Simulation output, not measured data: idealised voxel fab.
process module | voxel transistor to metal
cross-section cut | 155 nm wide | cells 5 nm
A cross-section is a grid of square cells, given in bands from the top down. A band is one or more rows of cells.
Each band's line starts with the height of the band's top and of its bottom, in nm. Then come its materials from left to right, each with its width in nm. One material with "throughout" fills the band from edge to edge. "air" is empty space.
Height 0 is the level under which the wafer as received is all one material. The lowest band goes on downwards, as in "0 down".
A width such as "30 to 40" changes by the same amount from each row of cells to the next, from the band's top row to its bottom row.
"no change" after a step means that no cell of the cross-section changed.
closed voids: empty space of 8 cells or more with no open way to the top, each as width x height at its distance from the left edge, in nm
after a step's settings: what the simulator itself notes on the step
overlay nm, on a step with a mask: how far to the right of its planned place the mask lay; to the left if negative
plan
1 op RECEIVE | material Si
2 op OXIDIZE | depth nm 5
3 op CONFORMAL_DEP | material SiN | thk nm 15
4 op MASKED_ETCH | tone cover | mask id ACTIVE | width nm 105 | etch materials SiN | depth nm 15 | overlay nm 0
5 op MASKED_ETCH | tone cover | mask id ACTIVE | width nm 105 | etch materials SiO2 | depth nm 5 | overlay nm 0
6 op MASKED_ETCH | tone cover | mask id ACTIVE | width nm 105 | etch materials Si | depth nm 35 | overlay nm 0
7 op OXIDIZE | depth nm 5
8 op FILL_DEP | material SiO2 | thk nm 10
9 op CMP | height nm 15
10 op SELECTIVE_ETCH | etch materials SiO2 | depth nm 10
11 op STRIP | etch materials SiN
12 op SELECTIVE_ETCH | etch materials SiO2 | depth nm 5
13 op OXIDIZE | depth nm 5
14 op DIRECTIONAL_DEP | material polySi | thk nm 25
15 op DIRECTIONAL_DEP | material SiCN | thk nm 15
16 op DIRECTIONAL_DEP | material aC | thk nm 10
17 op PATTERN | tone cover | mask id GATE | material resist | width nm 15 | thk nm 25 | overlay nm 0
18 op DIRECTIONAL_ETCH | etch materials aC | depth nm 10
19 op STRIP | etch materials resist
20 op DIRECTIONAL_ETCH | etch materials SiCN | depth nm 25
21 op DIRECTIONAL_ETCH | etch materials polySi | depth nm 35
22 op STRIP | etch materials aC
23 op CONFORMAL_DEP | material SiO2 | thk nm 5
24 op DIRECTIONAL_ETCH | etch materials SiO2 | depth nm 5
25 op CONFORMAL_DEP | material SiN | thk nm 10
26 op DIRECTIONAL_ETCH | etch materials SiN | depth nm 10
27 op DIRECTIONAL_ETCH | etch materials SiO2 | depth nm 5
28 op DIRECTIONAL_ETCH | etch materials Si | depth nm 5
29 op EPI | material pSi | thk nm 10
30 op FILL_DEP | material SiO2 | thk nm 5
31 op CMP | height nm 35
32 op DIRECTIONAL_DEP | material SiO2 | thk nm 15
33 op PATTERN | tone open | mask id CONTACT | material resist | width nm 20 | pitch nm 65 | thk nm 20 | overlay nm 0
34 op DIRECTIONAL_ETCH | etch materials SiO2 | depth nm 50
35 op STRIP | etch materials resist
36 op CONFORMAL_DEP | material TiN | thk nm 5
37 op FILL_DEP | material W | thk nm 5
38 op CMP | height nm 50
39 op CONFORMAL_DEP | material SiCN | thk nm 5
40 op DIRECTIONAL_DEP | material SiO2 | thk nm 25
41 op PATTERN | tone open | mask id METAL_1 | material resist | width nm 20 | pitch nm 65 | thk nm 15 | overlay nm 0
42 op DIRECTIONAL_ETCH | etch materials SiO2 | depth nm 25
43 op DIRECTIONAL_ETCH | etch materials SiCN | depth nm 5
44 op STRIP | etch materials resist
45 op CONFORMAL_DEP | material TiN | thk nm 5
46 op FILL_DEP | material W | thk nm 5
47 op CMP | height nm 80
48 op EPI | material Ru | thk nm 5
49 op FILL_DEP | material SiCN | thk nm 5
first wafer, as planned
as received, after step 1
  0 down: Si throughout
  closed voids: none
after step 2
  0 to -5: SiO2 throughout
  below -5: unchanged
after step 3
  15 to 0: SiN throughout
  below 0: unchanged
after step 4
  15 to 0: air 25 | SiN 105 | air 25
  below 0: unchanged
after step 5
  15 to 0: air 25 | SiN 105 | air 25
  0 to -5: air 25 | SiO2 105 | air 25
  below -5: unchanged
after step 6
  15 to 0: air 25 | SiN 105 | air 25
  0 to -5: air 25 | SiO2 105 | air 25
  -5 to -40: air 25 | Si 105 | air 25
  below -40: unchanged
after step 7
  15 to 0: air 25 | SiN 105 | air 25
  0 to -5: air 25 | SiO2 105 | air 25
  -5 to -40: air 25 | SiO2 5 | Si 95 | SiO2 5 | air 25
  -40 to -45: SiO2 30 | Si 95 | SiO2 30
  below -45: unchanged
after step 8
  25 to 15: SiO2 throughout
  15 to 0: SiO2 25 | SiN 105 | SiO2 25
  0 to -5: SiO2 throughout
  -5 to -45: SiO2 30 | Si 95 | SiO2 30
  below -45: unchanged
after step 9
  15 to 0: SiO2 25 | SiN 105 | SiO2 25
  below 0: unchanged
after step 10
  15 to 5: air 25 | SiN 105 | air 25
  below 5: unchanged
after step 11
  5 to 0: SiO2 25 | air 105 | SiO2 25
  below 0: unchanged
after step 12
  0 to -5: SiO2 20 | air 115 | SiO2 20
  below -5: unchanged
after step 13
  0 to -5: SiO2 20 | air 115 | SiO2 20
  -5 to -10: SiO2 throughout
  below -10: unchanged
after step 14
  25 to 20: polySi 20 | air 115 | polySi 20
  20 to 0: polySi throughout
  0 to -5: SiO2 20 | polySi 115 | SiO2 20
  below -5: unchanged
after step 15
  40 to 35: SiCN 20 | air 115 | SiCN 20
  35 to 25: SiCN throughout
  25 to 20: polySi 20 | SiCN 115 | polySi 20
  below 20: unchanged
after step 16
  50 to 45: aC 20 | air 115 | aC 20
  45 to 40: aC throughout
  40 to 35: SiCN 20 | aC 115 | SiCN 20
  below 35: unchanged
after step 17
  75 to 50: air 70 | resist 15 | air 70
  50 to 45: aC 20 | air 50 | resist 15 | air 50 | aC 20
  below 45: unchanged
after step 18
  65 to 45: air 70 | resist 15 | air 70
  45 to 40: air 70 | aC 15 | air 70
  40 to 35: SiCN 20 | air 50 | aC 15 | air 50 | SiCN 20
  below 35: unchanged
after step 19
  45 to 40: air 70 | aC 15 | air 70
  below 40: unchanged
after step 20
  45 to 35: air 70 | aC 15 | air 70
  35 to 25: air 70 | SiCN 15 | air 70
  25 to 20: polySi 20 | air 50 | SiCN 15 | air 50 | polySi 20
  below 20: unchanged
after step 21
  45 to 35: air 70 | aC 15 | air 70
  35 to 20: air 70 | SiCN 15 | air 70
  20 to 0: air 70 | polySi 15 | air 70
  0 to -5: SiO2 20 | air 50 | polySi 15 | air 50 | SiO2 20
  below -5: unchanged
after step 22
  35 to 20: air 70 | SiCN 15 | air 70
  below 20: unchanged
after step 23
  40 to 35: air 65 | SiO2 25 | air 65
  35 to 20: air 65 | SiO2 5 | SiCN 15 | SiO2 5 | air 65
  20 to 5: air 65 | SiO2 5 | polySi 15 | SiO2 5 | air 65
  5 to 0: SiO2 25 | air 40 | SiO2 5 | polySi 15 | SiO2 5 | air 40 | SiO2 25
  0 to -5: SiO2 70 | polySi 15 | SiO2 70
  below -5: unchanged
after step 24
  35 to 20: air 65 | SiO2 5 | SiCN 15 | SiO2 5 | air 65
  20 to 0: air 65 | SiO2 5 | polySi 15 | SiO2 5 | air 65
  0 to -5: SiO2 25 | air 40 | SiO2 5 | polySi 15 | SiO2 5 | air 40 | SiO2 25
  below -5: unchanged
after step 25
  45 to 35: air 55 | SiN 45 | air 55
  35 to 20: air 55 | SiN 10 | SiO2 5 | SiCN 15 | SiO2 5 | SiN 10 | air 55
  20 to 10: air 55 | SiN 10 | SiO2 5 | polySi 15 | SiO2 5 | SiN 10 | air 55
  10 to 5: SiN 35 | air 20 | SiN 10 | SiO2 5 | polySi 15 | SiO2 5 | SiN 10 | air 20 | SiN 35
  5 to 0: SiN 65 | SiO2 5 | polySi 15 | SiO2 5 | SiN 65
  0 to -5: SiO2 25 | SiN 40 | SiO2 5 | polySi 15 | SiO2 5 | SiN 40 | SiO2 25
  below -5: unchanged
after step 26
  35 to 20: air 55 | SiN 10 | SiO2 5 | SiCN 15 | SiO2 5 | SiN 10 | air 55
  20 to 0: air 55 | SiN 10 | SiO2 5 | polySi 15 | SiO2 5 | SiN 10 | air 55
  0 to -5: SiO2 25 | SiN 10 | air 20 | SiN 10 | SiO2 5 | polySi 15 | SiO2 5 | SiN 10 | air 20 | SiN 10 | SiO2 25
  below -5: unchanged
after step 27
  35 to 30: air 55 | SiN 10 | air 5 | SiCN 15 | air 5 | SiN 10 | air 55
  30 to 20: air 55 | SiN 10 | SiO2 5 | SiCN 15 | SiO2 5 | SiN 10 | air 55
  20 to 0: air 55 | SiN 10 | SiO2 5 | polySi 15 | SiO2 5 | SiN 10 | air 55
  0 to -5: air 25 | SiN 10 | air 20 | SiN 10 | SiO2 5 | polySi 15 | SiO2 5 | SiN 10 | air 20 | SiN 10 | air 25
  -5 to -10: SiO2 35 | air 20 | SiO2 45 | air 20 | SiO2 35
  below -10: unchanged
after step 28
  35 to 30: air 55 | SiN 10 | air 5 | SiCN 15 | air 5 | SiN 10 | air 55
  30 to 20: air 55 | SiN 10 | SiO2 5 | SiCN 15 | SiO2 5 | SiN 10 | air 55
  20 to 0: air 55 | SiN 10 | SiO2 5 | polySi 15 | SiO2 5 | SiN 10 | air 55
  0 to -5: air 25 | SiN 10 | air 20 | SiN 10 | SiO2 5 | polySi 15 | SiO2 5 | SiN 10 | air 20 | SiN 10 | air 25
  -5 to -10: SiO2 35 | air 20 | SiO2 45 | air 20 | SiO2 35
  -10 to -15: SiO2 30 | Si 5 | air 20 | Si 45 | air 20 | Si 5 | SiO2 30
  below -15: unchanged
after step 29
  35 to 30: air 55 | SiN 10 | air 5 | SiCN 15 | air 5 | SiN 10 | air 55
  30 to 20: air 55 | SiN 10 | SiO2 5 | SiCN 15 | SiO2 5 | SiN 10 | air 55
  20 to 0: air 55 | SiN 10 | SiO2 5 | polySi 15 | SiO2 5 | SiN 10 | air 55
  0 to -5: air 25 | SiN 10 | pSi 20 | SiN 10 | SiO2 5 | polySi 15 | SiO2 5 | SiN 10 | pSi 20 | SiN 10 | air 25
  -5 to -10: SiO2 35 | pSi 20 | SiO2 45 | pSi 20 | SiO2 35
  -10 to -15: SiO2 30 | Si 5 | pSi 20 | Si 45 | pSi 20 | Si 5 | SiO2 30
  below -15: unchanged
after step 30
  40 to 35: SiO2 throughout
  35 to 20: SiO2 55 | SiN 10 | SiO2 5 | SiCN 15 | SiO2 5 | SiN 10 | SiO2 55
  20 to 0: SiO2 55 | SiN 10 | SiO2 5 | polySi 15 | SiO2 5 | SiN 10 | SiO2 55
  0 to -5: SiO2 25 | SiN 10 | pSi 20 | SiN 10 | SiO2 5 | polySi 15 | SiO2 5 | SiN 10 | pSi 20 | SiN 10 | SiO2 25
  below -5: unchanged
after step 31
  35 to 20: SiO2 55 | SiN 10 | SiO2 5 | SiCN 15 | SiO2 5 | SiN 10 | SiO2 55
  below 20: unchanged
after step 32
  50 to 35: SiO2 throughout
  below 35: unchanged
after step 33
  70 to 50: resist 35 | air 20 | resist 45 | air 20 | resist 35
  below 50: unchanged
after step 34
  70 to 50: resist 35 | air 20 | resist 45 | air 20 | resist 35
  50 to 35: SiO2 35 | air 20 | SiO2 45 | air 20 | SiO2 35
  35 to 20: SiO2 35 | air 20 | SiN 10 | SiO2 5 | SiCN 15 | SiO2 5 | SiN 10 | air 20 | SiO2 35
  20 to 0: SiO2 35 | air 20 | SiN 10 | SiO2 5 | polySi 15 | SiO2 5 | SiN 10 | air 20 | SiO2 35
  below 0: unchanged
after step 35
  50 to 35: SiO2 35 | air 20 | SiO2 45 | air 20 | SiO2 35
  below 35: unchanged
after step 36
  55 to 50: TiN 40 | air 10 | TiN 55 | air 10 | TiN 40
  50 to 35: SiO2 35 | TiN 5 | air 10 | TiN 5 | SiO2 45 | TiN 5 | air 10 | TiN 5 | SiO2 35
  35 to 20: SiO2 35 | TiN 5 | air 10 | TiN 5 | SiN 10 | SiO2 5 | SiCN 15 | SiO2 5 | SiN 10 | TiN 5 | air 10 | TiN 5 | SiO2 35
  20 to 5: SiO2 35 | TiN 5 | air 10 | TiN 5 | SiN 10 | SiO2 5 | polySi 15 | SiO2 5 | SiN 10 | TiN 5 | air 10 | TiN 5 | SiO2 35
  5 to 0: SiO2 35 | TiN 20 | SiN 10 | SiO2 5 | polySi 15 | SiO2 5 | SiN 10 | TiN 20 | SiO2 35
  below 0: unchanged
after step 37
  60 to 55: W throughout
  55 to 50: TiN 40 | W 10 | TiN 55 | W 10 | TiN 40
  50 to 35: SiO2 35 | TiN 5 | W 10 | TiN 5 | SiO2 45 | TiN 5 | W 10 | TiN 5 | SiO2 35
  35 to 20: SiO2 35 | TiN 5 | W 10 | TiN 5 | SiN 10 | SiO2 5 | SiCN 15 | SiO2 5 | SiN 10 | TiN 5 | W 10 | TiN 5 | SiO2 35
  20 to 5: SiO2 35 | TiN 5 | W 10 | TiN 5 | SiN 10 | SiO2 5 | polySi 15 | SiO2 5 | SiN 10 | TiN 5 | W 10 | TiN 5 | SiO2 35
  below 5: unchanged
after step 38
  50 to 35: SiO2 35 | TiN 5 | W 10 | TiN 5 | SiO2 45 | TiN 5 | W 10 | TiN 5 | SiO2 35
  below 35: unchanged
after step 39
  55 to 50: SiCN throughout
  below 50: unchanged
after step 40
  80 to 55: SiO2 throughout
  below 55: unchanged
after step 41
  95 to 80: resist 35 | air 20 | resist 45 | air 20 | resist 35
  below 80: unchanged
after step 42
  95 to 80: resist 35 | air 20 | resist 45 | air 20 | resist 35
  80 to 55: SiO2 35 | air 20 | SiO2 45 | air 20 | SiO2 35
  below 55: unchanged
after step 43
  95 to 80: resist 35 | air 20 | resist 45 | air 20 | resist 35
  80 to 55: SiO2 35 | air 20 | SiO2 45 | air 20 | SiO2 35
  55 to 50: SiCN 35 | air 20 | SiCN 45 | air 20 | SiCN 35
  below 50: unchanged
after step 44
  80 to 55: SiO2 35 | air 20 | SiO2 45 | air 20 | SiO2 35
  below 55: unchanged
after step 45
  85 to 80: TiN 40 | air 10 | TiN 55 | air 10 | TiN 40
  80 to 55: SiO2 35 | TiN 5 | air 10 | TiN 5 | SiO2 45 | TiN 5 | air 10 | TiN 5 | SiO2 35
  55 to 50: SiCN 35 | TiN 20 | SiCN 45 | TiN 20 | SiCN 35
  below 50: unchanged
after step 46
  90 to 85: W throughout
  85 to 80: TiN 40 | W 10 | TiN 55 | W 10 | TiN 40
  80 to 55: SiO2 35 | TiN 5 | W 10 | TiN 5 | SiO2 45 | TiN 5 | W 10 | TiN 5 | SiO2 35
  below 55: unchanged
after step 47
  80 to 55: SiO2 35 | TiN 5 | W 10 | TiN 5 | SiO2 45 | TiN 5 | W 10 | TiN 5 | SiO2 35
  below 55: unchanged
after step 48
  85 to 80: air 30 | Ru 30 | air 35 | Ru 30 | air 30
  below 80: unchanged
after step 49
  90 to 85: SiCN throughout
  85 to 80: SiCN 30 | Ru 30 | SiCN 35 | Ru 30 | SiCN 30
  below 80: unchanged
second wafer: like start, like plan, one mistake. Through step 3 it matches the first wafer
when step 4 should have ended
  15 to 0: air 30 | SiN 100 | air 25
  below 0: unchanged
when step 5 should have ended
  15 to 0: air 30 | SiN 100 | air 25
  0 to -5: air 25 | SiO2 105 | air 25
  below -5: unchanged
when step 6 should have ended
  15 to 0: air 30 | SiN 100 | air 25
  0 to -5: air 25 | SiO2 105 | air 25
  -5 to -40: air 25 | Si 105 | air 25
  below -40: unchanged
when step 7 should have ended
  15 to 0: air 30 | SiN 100 | air 25
  0 to -5: air 25 | SiO2 105 | air 25
  -5 to -40: air 25 | SiO2 5 | Si 95 | SiO2 5 | air 25
  -40 to -45: SiO2 30 | Si 95 | SiO2 30
  below -45: unchanged
when step 8 should have ended
  25 to 15: SiO2 throughout
  15 to 0: SiO2 30 | SiN 100 | SiO2 25
  0 to -5: SiO2 throughout
  -5 to -45: SiO2 30 | Si 95 | SiO2 30
  below -45: unchanged
when step 9 should have ended
  15 to 0: SiO2 30 | SiN 100 | SiO2 25
  below 0: unchanged
when step 10 should have ended
  15 to 5: air 30 | SiN 100 | air 25
  below 5: unchanged
when step 11 should have ended
  5 to 0: SiO2 30 | air 100 | SiO2 25
  below 0: unchanged
when step 12 should have ended
  0 to -5: SiO2 25 | air 110 | SiO2 20
  below -5: unchanged
when step 13 should have ended
  0 to -5: SiO2 25 | air 110 | SiO2 20
  -5 to -10: SiO2 throughout
  below -10: unchanged
when step 14 should have ended
  25 to 20: polySi 25 | air 110 | polySi 20
  20 to 0: polySi throughout
  0 to -5: SiO2 25 | polySi 110 | SiO2 20
  below -5: unchanged
when step 15 should have ended
  40 to 35: SiCN 25 | air 110 | SiCN 20
  35 to 25: SiCN throughout
  25 to 20: polySi 25 | SiCN 110 | polySi 20
  below 20: unchanged
when step 16 should have ended
  50 to 45: aC 25 | air 110 | aC 20
  45 to 40: aC throughout
  40 to 35: SiCN 25 | aC 110 | SiCN 20
  below 35: unchanged
when step 17 should have ended
  75 to 50: air 70 | resist 15 | air 70
  50 to 45: aC 25 | air 45 | resist 15 | air 50 | aC 20
  below 45: unchanged
when step 18 should have ended
  65 to 45: air 70 | resist 15 | air 70
  45 to 40: air 70 | aC 15 | air 70
  40 to 35: SiCN 25 | air 45 | aC 15 | air 50 | SiCN 20
  below 35: unchanged
when step 19 should have ended
  45 to 40: air 70 | aC 15 | air 70
  below 40: unchanged
when step 20 should have ended
  45 to 35: air 70 | aC 15 | air 70
  35 to 25: air 70 | SiCN 15 | air 70
  25 to 20: polySi 25 | air 45 | SiCN 15 | air 50 | polySi 20
  below 20: unchanged
when step 21 should have ended
  45 to 35: air 70 | aC 15 | air 70
  35 to 20: air 70 | SiCN 15 | air 70
  20 to 0: air 70 | polySi 15 | air 70
  0 to -5: SiO2 25 | air 45 | polySi 15 | air 50 | SiO2 20
  below -5: unchanged
when step 22 should have ended
  35 to 20: air 70 | SiCN 15 | air 70
  below 20: unchanged
when step 23 should have ended
  40 to 35: air 65 | SiO2 25 | air 65
  35 to 20: air 65 | SiO2 5 | SiCN 15 | SiO2 5 | air 65
  20 to 5: air 65 | SiO2 5 | polySi 15 | SiO2 5 | air 65
  5 to 0: SiO2 30 | air 35 | SiO2 5 | polySi 15 | SiO2 5 | air 40 | SiO2 25
  0 to -5: SiO2 70 | polySi 15 | SiO2 70
  below -5: unchanged
when step 24 should have ended
  35 to 20: air 65 | SiO2 5 | SiCN 15 | SiO2 5 | air 65
  20 to 0: air 65 | SiO2 5 | polySi 15 | SiO2 5 | air 65
  0 to -5: SiO2 30 | air 35 | SiO2 5 | polySi 15 | SiO2 5 | air 40 | SiO2 25
  below -5: unchanged
when step 25 should have ended
  45 to 35: air 55 | SiN 45 | air 55
  35 to 20: air 55 | SiN 10 | SiO2 5 | SiCN 15 | SiO2 5 | SiN 10 | air 55
  20 to 10: air 55 | SiN 10 | SiO2 5 | polySi 15 | SiO2 5 | SiN 10 | air 55
  10 to 5: SiN 40 | air 15 | SiN 10 | SiO2 5 | polySi 15 | SiO2 5 | SiN 10 | air 20 | SiN 35
  5 to 0: SiN 65 | SiO2 5 | polySi 15 | SiO2 5 | SiN 65
  0 to -5: SiO2 30 | SiN 35 | SiO2 5 | polySi 15 | SiO2 5 | SiN 40 | SiO2 25
  below -5: unchanged
when step 26 should have ended
  35 to 20: air 55 | SiN 10 | SiO2 5 | SiCN 15 | SiO2 5 | SiN 10 | air 55
  20 to 0: air 55 | SiN 10 | SiO2 5 | polySi 15 | SiO2 5 | SiN 10 | air 55
  0 to -5: SiO2 30 | SiN 10 | air 15 | SiN 10 | SiO2 5 | polySi 15 | SiO2 5 | SiN 10 | air 20 | SiN 10 | SiO2 25
  below -5: unchanged
when step 27 should have ended
  35 to 30: air 55 | SiN 10 | air 5 | SiCN 15 | air 5 | SiN 10 | air 55
  30 to 20: air 55 | SiN 10 | SiO2 5 | SiCN 15 | SiO2 5 | SiN 10 | air 55
  20 to 0: air 55 | SiN 10 | SiO2 5 | polySi 15 | SiO2 5 | SiN 10 | air 55
  0 to -5: air 30 | SiN 10 | air 15 | SiN 10 | SiO2 5 | polySi 15 | SiO2 5 | SiN 10 | air 20 | SiN 10 | air 25
  -5 to -10: SiO2 40 | air 15 | SiO2 45 | air 20 | SiO2 35
  below -10: unchanged
when step 28 should have ended
  35 to 30: air 55 | SiN 10 | air 5 | SiCN 15 | air 5 | SiN 10 | air 55
  30 to 20: air 55 | SiN 10 | SiO2 5 | SiCN 15 | SiO2 5 | SiN 10 | air 55
  20 to 0: air 55 | SiN 10 | SiO2 5 | polySi 15 | SiO2 5 | SiN 10 | air 55
  0 to -5: air 30 | SiN 10 | air 15 | SiN 10 | SiO2 5 | polySi 15 | SiO2 5 | SiN 10 | air 20 | SiN 10 | air 25
  -5 to -10: SiO2 40 | air 15 | SiO2 45 | air 20 | SiO2 35
  -10 to -15: SiO2 30 | Si 10 | air 15 | Si 45 | air 20 | Si 5 | SiO2 30
  below -15: unchanged
when step 29 should have ended
  35 to 30: air 55 | SiN 10 | air 5 | SiCN 15 | air 5 | SiN 10 | air 55
  30 to 20: air 55 | SiN 10 | SiO2 5 | SiCN 15 | SiO2 5 | SiN 10 | air 55
  20 to 0: air 55 | SiN 10 | SiO2 5 | polySi 15 | SiO2 5 | SiN 10 | air 55
  0 to -5: air 30 | SiN 10 | pSi 15 | SiN 10 | SiO2 5 | polySi 15 | SiO2 5 | SiN 10 | pSi 20 | SiN 10 | air 25
  -5 to -10: SiO2 40 | pSi 15 | SiO2 45 | pSi 20 | SiO2 35
  -10 to -15: SiO2 30 | Si 10 | pSi 15 | Si 45 | pSi 20 | Si 5 | SiO2 30
  below -15: unchanged
when step 30 should have ended
  40 to 35: SiO2 throughout
  35 to 20: SiO2 55 | SiN 10 | SiO2 5 | SiCN 15 | SiO2 5 | SiN 10 | SiO2 55
  20 to 0: SiO2 55 | SiN 10 | SiO2 5 | polySi 15 | SiO2 5 | SiN 10 | SiO2 55
  0 to -5: SiO2 30 | SiN 10 | pSi 15 | SiN 10 | SiO2 5 | polySi 15 | SiO2 5 | SiN 10 | pSi 20 | SiN 10 | SiO2 25
  below -5: unchanged
when step 31 should have ended
  35 to 20: SiO2 55 | SiN 10 | SiO2 5 | SiCN 15 | SiO2 5 | SiN 10 | SiO2 55
  below 20: unchanged
when step 32 should have ended
  50 to 35: SiO2 throughout
  below 35: unchanged
when step 33 should have ended
  70 to 50: resist 35 | air 20 | resist 45 | air 20 | resist 35
  below 50: unchanged
when step 34 should have ended
  70 to 50: resist 35 | air 20 | resist 45 | air 20 | resist 35
  50 to 35: SiO2 35 | air 20 | SiO2 45 | air 20 | SiO2 35
  35 to 20: SiO2 35 | air 20 | SiN 10 | SiO2 5 | SiCN 15 | SiO2 5 | SiN 10 | air 20 | SiO2 35
  20 to 0: SiO2 35 | air 20 | SiN 10 | SiO2 5 | polySi 15 | SiO2 5 | SiN 10 | air 20 | SiO2 35
  below 0: unchanged
when step 35 should have ended
  50 to 35: SiO2 35 | air 20 | SiO2 45 | air 20 | SiO2 35
  below 35: unchanged
when step 36 should have ended
  55 to 50: TiN 40 | air 10 | TiN 55 | air 10 | TiN 40
  50 to 35: SiO2 35 | TiN 5 | air 10 | TiN 5 | SiO2 45 | TiN 5 | air 10 | TiN 5 | SiO2 35
  35 to 20: SiO2 35 | TiN 5 | air 10 | TiN 5 | SiN 10 | SiO2 5 | SiCN 15 | SiO2 5 | SiN 10 | TiN 5 | air 10 | TiN 5 | SiO2 35
  20 to 5: SiO2 35 | TiN 5 | air 10 | TiN 5 | SiN 10 | SiO2 5 | polySi 15 | SiO2 5 | SiN 10 | TiN 5 | air 10 | TiN 5 | SiO2 35
  5 to 0: SiO2 35 | TiN 20 | SiN 10 | SiO2 5 | polySi 15 | SiO2 5 | SiN 10 | TiN 20 | SiO2 35
  below 0: unchanged
when step 37 should have ended
  60 to 55: W throughout
  55 to 50: TiN 40 | W 10 | TiN 55 | W 10 | TiN 40
  50 to 35: SiO2 35 | TiN 5 | W 10 | TiN 5 | SiO2 45 | TiN 5 | W 10 | TiN 5 | SiO2 35
  35 to 20: SiO2 35 | TiN 5 | W 10 | TiN 5 | SiN 10 | SiO2 5 | SiCN 15 | SiO2 5 | SiN 10 | TiN 5 | W 10 | TiN 5 | SiO2 35
  20 to 5: SiO2 35 | TiN 5 | W 10 | TiN 5 | SiN 10 | SiO2 5 | polySi 15 | SiO2 5 | SiN 10 | TiN 5 | W 10 | TiN 5 | SiO2 35
  below 5: unchanged
when step 38 should have ended
  50 to 35: SiO2 35 | TiN 5 | W 10 | TiN 5 | SiO2 45 | TiN 5 | W 10 | TiN 5 | SiO2 35
  below 35: unchanged
when step 39 should have ended
  55 to 50: SiCN throughout
  below 50: unchanged
when step 40 should have ended
  80 to 55: SiO2 throughout
  below 55: unchanged
when step 41 should have ended
  95 to 80: resist 35 | air 20 | resist 45 | air 20 | resist 35
  below 80: unchanged
when step 42 should have ended
  95 to 80: resist 35 | air 20 | resist 45 | air 20 | resist 35
  80 to 55: SiO2 35 | air 20 | SiO2 45 | air 20 | SiO2 35
  below 55: unchanged
when step 43 should have ended
  95 to 80: resist 35 | air 20 | resist 45 | air 20 | resist 35
  80 to 55: SiO2 35 | air 20 | SiO2 45 | air 20 | SiO2 35
  55 to 50: SiCN 35 | air 20 | SiCN 45 | air 20 | SiCN 35
  below 50: unchanged
when step 44 should have ended
  80 to 55: SiO2 35 | air 20 | SiO2 45 | air 20 | SiO2 35
  below 55: unchanged
when step 45 should have ended
  85 to 80: TiN 40 | air 10 | TiN 55 | air 10 | TiN 40
  80 to 55: SiO2 35 | TiN 5 | air 10 | TiN 5 | SiO2 45 | TiN 5 | air 10 | TiN 5 | SiO2 35
  55 to 50: SiCN 35 | TiN 20 | SiCN 45 | TiN 20 | SiCN 35
  below 50: unchanged
when step 46 should have ended
  90 to 85: W throughout
  85 to 80: TiN 40 | W 10 | TiN 55 | W 10 | TiN 40
  80 to 55: SiO2 35 | TiN 5 | W 10 | TiN 5 | SiO2 45 | TiN 5 | W 10 | TiN 5 | SiO2 35
  below 55: unchanged
when step 47 should have ended
  80 to 55: SiO2 35 | TiN 5 | W 10 | TiN 5 | SiO2 45 | TiN 5 | W 10 | TiN 5 | SiO2 35
  below 55: unchanged
when step 48 should have ended
  85 to 80: air 30 | Ru 30 | air 35 | Ru 30 | air 30
  below 80: unchanged
when step 49 should have ended
  90 to 85: SiCN throughout
  85 to 80: SiCN 30 | Ru 30 | SiCN 35 | Ru 30 | SiCN 30
  below 80: unchanged
what went wrong: step 4 ran as: op MASKED_ETCH | tone cover | mask id ACTIVE | width nm 100 | etch materials SiN | depth nm 15 | overlay nm 0
at the end the second wafer has, in cells: 1 more of Si | 2 more of SiO2 | 3 fewer of pSi
